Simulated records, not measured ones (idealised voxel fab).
Process module name: voxel transistor to metal
Pictured: cross-section cut, 280 nm wide, on a grid of 5 nm square cells.
A cross-section is a grid of square cells, given in bands from the top down. A band is one or more rows of cells. This entry defines a band. It first specifies the height of the band's top and the height of its bottom in nm, and then specifies the band's materials from left to right, stating each material with its width in nm. The word "all across" identifies a single material that fills the band from edge to edge, while the word "air" identifies empty space. Note: height 0 marks the level under which the wafer is uniformly one material as received. Lowest band unbounded below, written "0 and below". Width spec "30 to 40" -> top row of cells at first value, bottom row at second value, equal per-row change in between. For the purposes of this document, the phrase "no alterations made" attached to a step denotes that no cell within the cross-section was modified by that step. "Fully sealed voids" specifies each empty space that is not open to the top and that occupies no fewer than 8 cells, using the form width x height at distance, the distance measured from the left edge and all three quantities in nm. Past the settings on a step's line: simulator remark, on that step. "overlay nm" denotes, for a step that has a mask, the displacement of the mask to the right of its planned place, with negative values corresponding to the left.

These are the steps we planned for the process
1. RECEIVE (material Si)
2. OXIDIZE (depth nm 5)
3. CONFORMAL_DEP (material SiN; thk nm 15)
4. MASKED_ETCH (tone cover; mask id ACTIVE; width nm 105; pitch nm 135; etch materials SiN; depth nm 15; overlay nm -5)
5. MASKED_ETCH (tone cover; mask id ACTIVE; width nm 105; pitch nm 135; etch materials SiO2; depth nm 5; overlay nm 0)
6. MASKED_ETCH (tone cover; mask id ACTIVE; width nm 105; pitch nm 135; etch materials Si; depth nm 20; overlay nm 0)
7. OXIDIZE (depth nm 5)
8. FILL_DEP (material SiO2; thk nm 15)
9. CMP (height nm 15)
10. SELECTIVE_ETCH (etch materials SiO2; depth nm 15)
11. STRIP (etch materials SiN)
12. SELECTIVE_ETCH (etch materials SiO2; depth nm 5)
13. OXIDIZE (depth nm 5)
14. DIRECTIONAL_DEP (material polySi; thk nm 20)
15. DIRECTIONAL_DEP (material SiCN; thk nm 15)
16. PATTERN (tone cover; mask id GATE; material resist; width nm 25; pitch nm 135; thk nm 15; overlay nm 0)
17. DIRECTIONAL_ETCH (etch materials SiCN; depth nm 25)
18. DIRECTIONAL_ETCH (etch materials polySi; depth nm 30)
19. STRIP (etch materials resist)
20. CONFORMAL_DEP (material SiO2; thk nm 5)
21. DIRECTIONAL_ETCH (etch materials SiO2; depth nm 5)
22. CONFORMAL_DEP (material SiN; thk nm 5)
23. DIRECTIONAL_ETCH (etch materials SiN; depth nm 5)
24. DIRECTIONAL_ETCH (etch materials SiO2; depth nm 5)
25. DIRECTIONAL_ETCH (etch materials Si; depth nm 5)
26. EPI (material nSi; thk nm 10)
27. FILL_DEP (material SiO2; thk nm 10)
28. CMP (height nm 15)
29. STRIP (etch materials polySi)
30. SELECTIVE_ETCH (etch materials SiO2; depth nm 5)
31. CONFORMAL_DEP (material HfO2; thk nm 5)
32. CONFORMAL_DEP (material TiN; thk nm 5)
33. FILL_DEP (material W; thk nm 5)
34. CMP (height nm 10)
35. DIRECTIONAL_DEP (material SiO2; thk nm 10)
36. DIRECTIONAL_DEP (material aC; thk nm 10)
37. PATTERN (tone open; mask id CONTACT; material resist; width nm 20; thk nm 30; overlay nm 0)
38. DIRECTIONAL_ETCH (etch materials aC; depth nm 10)
39. STRIP (etch materials resist)
40. DIRECTIONAL_ETCH (etch materials SiO2; depth nm 25)
41. STRIP (etch materials aC)
42. CONFORMAL_DEP (material TiN; thk nm 5)
43. FILL_DEP (material W; thk nm 10)
44. CMP (height nm 20)
45. DIRECTIONAL_DEP (material TiN; thk nm 5)
46. DIRECTIONAL_DEP (material Ru; thk nm 20)
47. PATTERN (tone cover; mask id METAL_1; material resist; width nm 20; thk nm 20; overlay nm 0)
48. DIRECTIONAL_ETCH (etch materials Ru; depth nm 20)
49. DIRECTIONAL_ETCH (etch materials TiN; depth nm 5)
50. STRIP (etch materials resist)
51. CONFORMAL_DEP (material SiCN; thk nm 5)
52. FILL_DEP (material lowk; thk nm 10)
53. CMP (height nm 45)
54. CONFORMAL_DEP (material SiCN; thk nm 5)
55. DIRECTIONAL_DEP (material lowk; thk nm 30)
56. PATTERN (tone open; mask id METAL_2; material resist; width nm 20; pitch nm 135; thk nm 15; overlay nm 0)
57. DIRECTIONAL_ETCH (etch materials lowk; depth nm 20)
58. STRIP (etch materials resist)
59. PATTERN (tone open; mask id METAL_2_HOLES; material resist; width nm 15; pitch nm 135; thk nm 15; overlay nm 0)
60. DIRECTIONAL_ETCH (etch materials lowk; depth nm 10)
61. DIRECTIONAL_ETCH (etch materials SiCN; depth nm 5)
62. STRIP (etch materials resist)
63. CONFORMAL_DEP (material TiN; thk nm 5)
64. FILL_DEP (material Ru; thk nm 5)
65. CMP (height nm 80)
66. CONFORMAL_DEP (material SiN; thk nm 5)
The value of overlay nm given for step 4 in the plan refers to the first wafer; the wafers vary in this setting and are alike at the start.

Step 1 complete: as-received cross-section of the first of several wafers
> 0 and below: Si all across
> Fully sealed voids: none

Wafer rows; end of module; cells per material since receipt: (+) gained, (-) lost; then closed voids
overlay nm -5, +26 HfO2, +82 Ru, -198 Si, +122 SiCN, +68 SiN, +222 SiO2, +114 TiN, +40 W, +420 lowk, +56 nSi, Fully sealed voids: none
overlay nm 0, +26 HfO2, +82 Ru, -204 Si, +122 SiCN, +68 SiN, +232 SiO2, +114 TiN, +40 W, +420 lowk, +52 nSi, Fully sealed voids: none
overlay nm 5, +26 HfO2, +82 Ru, -198 Si, +122 SiCN, +68 SiN, +222 SiO2, +114 TiN, +40 W, +420 lowk, +56 nSi, Fully sealed voids: none
